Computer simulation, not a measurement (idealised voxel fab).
The process module that follows is named voxel ribs on slabs.
Square cells of 5 nm make up the cross-section cut, whose width is 290 nm.
Cross-section, as written here: a square-cell grid given band by band from the top down, where a band holds one or more rows of cells. Band: top and bottom heights (nm) first, top before bottom; then materials from left to right, widths in nm. "throughout" marks a sole material filling the band edge to edge. "air" denotes empty space. The reference from which all heights are counted is 0, the level beneath which the as-received wafer is entirely one material; the lowest band, having no lower bound, proceeds downward and is written after the example "0 and below". Width: "30->40" (first number = top row, second number = bottom row, same change from row to row of cells). "no modification", as given for a step, is the statement that not any cell of the cross-section underwent a change during that step. "Closed void listing" lists enclosed empty spaces (at least 8 cells, no open path upward to the top), each as width x height at distance from the left edge, in nm. Formally, on a step line, whatever follows the settings is a remark that the simulator itself makes on the step. "overlay nm" on a masked step: distance the mask lay right of its planned place, negative for left.
This section lists the process steps that were planned:
1) RECEIVE with material Si
2) DIRECTIONAL_DEP with material SiO2, thk nm 30
3) DIRECTIONAL_DEP with material SiN, thk nm 25
4) MASKED_ETCH with tone cover, mask id RIB, width nm 20, etch materials SiN, depth nm 10, overlay nm 0
5) MASKED_ETCH with tone cover, mask id SLAB, width nm 80, etch materials SiN, depth nm 15, overlay nm 0
6) FILL_DEP with material SiO2, thk nm 20
7) CMP with height nm 70
8) DIRECTIONAL_DEP with material W, thk nm 5
9) MASKED_ETCH with tone cover, mask id HEATER, width nm 30, etch materials W, depth nm 5, overlay nm 0
10) CONFORMAL_DEP with material SiO2, thk nm 5
Incoming wafer, cross-sectional view, post step 1:
	0 and below: Si throughout
	Closed void listing: none
Cross-section at module end, one run error; start and plan unchanged from above:
	80 down to 75: 125 air / 40 SiO2 / 125 air
	75 down to 70: 130 SiO2 / 30 W / 130 SiO2
	70 down to 65: SiO2 throughout
	65 down to 55: 135 SiO2 / 20 SiN / 135 SiO2
	55 down to 40: 105 SiO2 / 80 SiN / 105 SiO2
	40 down to 30: SiN throughout
	30 down to 0: SiO2 throughout
	0 and below: Si throughout
	Closed void listing: none
Error vs. plan: step 3 did not use the planned setting and instead ran as DIRECTIONAL_DEP with material SiN, thk nm 35
